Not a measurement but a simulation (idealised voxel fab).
Presented below is a process module, voxel ribs on slabs.
This is section cut - it's 190 nm across, gridded in 5 nm square cells.
Cross-section = grid of square cells, listed top down in bands; band = one or more rows.
Band: top and bottom heights (nm) first, top before bottom; then materials from left to right, widths in nm. "everywhere" marks a sole material filling the band edge to edge. "empty" denotes empty space.
Heads up on the height convention: 0 is the point under which the incoming wafer is all one material, and the lowest band has no bottom, it just keeps going down, like "z 0 and below".
Note: "30 to 40" means the width goes from the first number (top row of the band) to the second number (bottom row) in equal steps per row of cells.
The cross-section has no changed cell in any step marked "nothing altered".
For the entry "Enclosed internal voids", the listed items are empty spaces with no open way to the top whose size is 8 cells or more; each item follows the pattern width x height at distance, where distance is from the left edge and all three are in nm.
Text after the settings on a step's line: the simulator's own remark on that step.
overlay nm: right-of-plan distance of the mask on a masked step; negative values mean left-of-plan.

[Intended process steps]
1 RECEIVE [material Si]
2 DIRECTIONAL_DEP [material SiO2] [thk nm 20]
3 DIRECTIONAL_DEP [material SiN] [thk nm 25]
4 PATTERN [tone cover] [mask id RIB] [material resist] [width nm 20] [thk nm 15] [overlay nm 0]
5 DIRECTIONAL_ETCH [etch materials SiN] [depth nm 10]
6 STRIP [etch materials resist]
7 PATTERN [tone cover] [mask id SLAB] [material resist] [width nm 70] [thk nm 20] [overlay nm 0]
8 DIRECTIONAL_ETCH [etch materials SiN] [depth nm 15]
9 STRIP [etch materials resist]
10 FILL_DEP [material SiO2] [thk nm 25]
11 CMP [height nm 60]
12 DIRECTIONAL_DEP [material TiN] [thk nm 5]
13 DIRECTIONAL_DEP [material aC] [thk nm 15]
14 PATTERN [tone cover] [mask id HEATER] [material resist] [width nm 30] [thk nm 30] [overlay nm 0]
15 DIRECTIONAL_ETCH [etch materials aC] [depth nm 15]
16 STRIP [etch materials resist]
17 DIRECTIONAL_ETCH [etch materials TiN] [depth nm 5]
18 STRIP [etch materials aC]
19 CONFORMAL_DEP [material SiO2] [thk nm 10]

[Step 1 complete: cross-section of the wafer as received]
z 0 and below: Si everywhere
Enclosed internal voids: none

[The first of two wafers, cross-sectioned at the end of the module, with the run proceeding as planned]
z 75 to 70: 70 nm empty, then 50 nm SiO2, then 70 nm empty
z 70 to 65: SiO2 everywhere
z 65 to 60: 80 nm SiO2, then 30 nm TiN, then 80 nm SiO2
z 60 to 45: SiO2 everywhere
z 45 to 35: 85 nm SiO2, then 20 nm SiN, then 85 nm SiO2
z 35 to 20: 60 nm SiO2, then 70 nm SiN, then 60 nm SiO2
z 20 to 0: SiO2 everywhere
z 0 and below: Si everywhere
Enclosed internal voids: none

[Second wafer through the module, sectioned at the end: same beginning and same plan as the first wafer, with one mistake in carrying it out]
z 75 to 70: 70 nm empty, then 50 nm SiO2, then 70 nm empty
z 70 to 65: SiO2 everywhere
z 65 to 60: 80 nm SiO2, then 30 nm TiN, then 80 nm SiO2
z 60 to 35: SiO2 everywhere
z 35 to 25: 85 nm SiO2, then 20 nm SiN, then 85 nm SiO2
z 25 to 10: 60 nm SiO2, then 70 nm SiN, then 60 nm SiO2
z 10 to 0: SiO2 everywhere
z 0 and below: Si everywhere
Enclosed internal voids: none
Nonconformance to the process plan: step 2 ran with different settings than intended, the actual operation and settings being DIRECTIONAL_DEP [material SiO2] [thk nm 10]
End check, second vs first wafer: material counts in cells match, positions do not.
